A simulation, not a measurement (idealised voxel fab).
A process module follows: voxel gate over fins.
FYI the section here is cut, 295 nm wide, cells are 5 nm squares.
The cross-sections in this document take the form of a grid made of square cells. They are written out as bands, in order from top to bottom. Each band consists of one or more rows of cells. Look at the band entry: it leads with the top's height and the bottom's height in nm. Then it lists the materials left to right, with a width in nm for each. The word "everywhere" on a single material says that material fills the band edge to edge. The word "air" is empty space. Zero point of the height axis is 0; under it, received wafer = one material. Lowest band: continues down indefinitely, "top 0, no bottom". Width "30->40": first value at the band's top row of cells, second value at its bottom row, equal change from row to row. "nothing got changed" (step): cross-section cells unchanged, all of them. Listed in "Enclosed void catalog": every empty space of 8 or more cells without an open way to the top. Form: width x height at distance, the distance being from the left edge, all in nm. What comes after the settings on a step's line is commentary from the simulator itself on that step. overlay nm: for a step with a mask, the amount by which the mask lay right of where it was planned; a negative amount means left of it.

Below is the list of planned process steps:
1 RECEIVE with material Si
2 CONFORMAL_DEP with material SiN, thk nm 5
3 MASKED_ETCH with tone cover, mask id FINS, width nm 15, pitch nm 40, etch materials SiN, depth nm 5, overlay nm 0
4 MASKED_ETCH with tone cover, mask id FINS, width nm 15, pitch nm 40, etch materials Si, depth nm 35, overlay nm 0
5 FILL_DEP with material SiO2, thk nm 5
6 CMP with height nm 5
7 SELECTIVE_ETCH with etch materials SiO2, depth nm 20
8 STRIP with etch materials SiN
9 CONFORMAL_DEP with material HfO2, thk nm 5
10 CONFORMAL_DEP with material TiN, thk nm 5
11 FILL_DEP with material W, thk nm 15
12 CMP with height nm 20
13 CONFORMAL_DEP with material SiN, thk nm 5

Cross-section of the wafer as it came to us, i.e., already through step 1:
    top 0, no bottom | Si everywhere
    Enclosed void catalog: none

One mistake in running the module, otherwise start and plan as above: cross-section at the end:
    top 25, bottom 20 | SiN everywhere
    top 20, bottom 5 | W everywhere
    top 5, bottom 0 | W 75 nm, then TiN 25 nm, then W 15 nm, then TiN 25 nm, then W 15 nm, then TiN 25 nm, then W 15 nm, then TiN 25 nm, then W 75 nm
    top 0, bottom -10 | W 75 nm, then TiN 5 nm, then Si 15 nm, then TiN 5 nm, then W 15 nm, then TiN 5 nm, then Si 15 nm, then TiN 5 nm, then W 15 nm, then TiN 5 nm, then Si 15 nm, then TiN 5 nm, then W 15 nm, then TiN 5 nm, then Si 15 nm, then TiN 5 nm, then W 75 nm
    top -10, bottom -15 | TiN 80 nm, then Si 15 nm, then TiN 25 nm, then Si 15 nm, then TiN 25 nm, then Si 15 nm, then TiN 25 nm, then Si 15 nm, then TiN 80 nm
    top -15, bottom -35 | SiO2 80 nm, then Si 15 nm, then SiO2 25 nm, then Si 15 nm, then SiO2 25 nm, then Si 15 nm, then SiO2 25 nm, then Si 15 nm, then SiO2 80 nm
    top -35, no bottom | Si everywhere
    Enclosed void catalog: none
what went wrong: yeah, step 9 of the plan got skipped, never ran
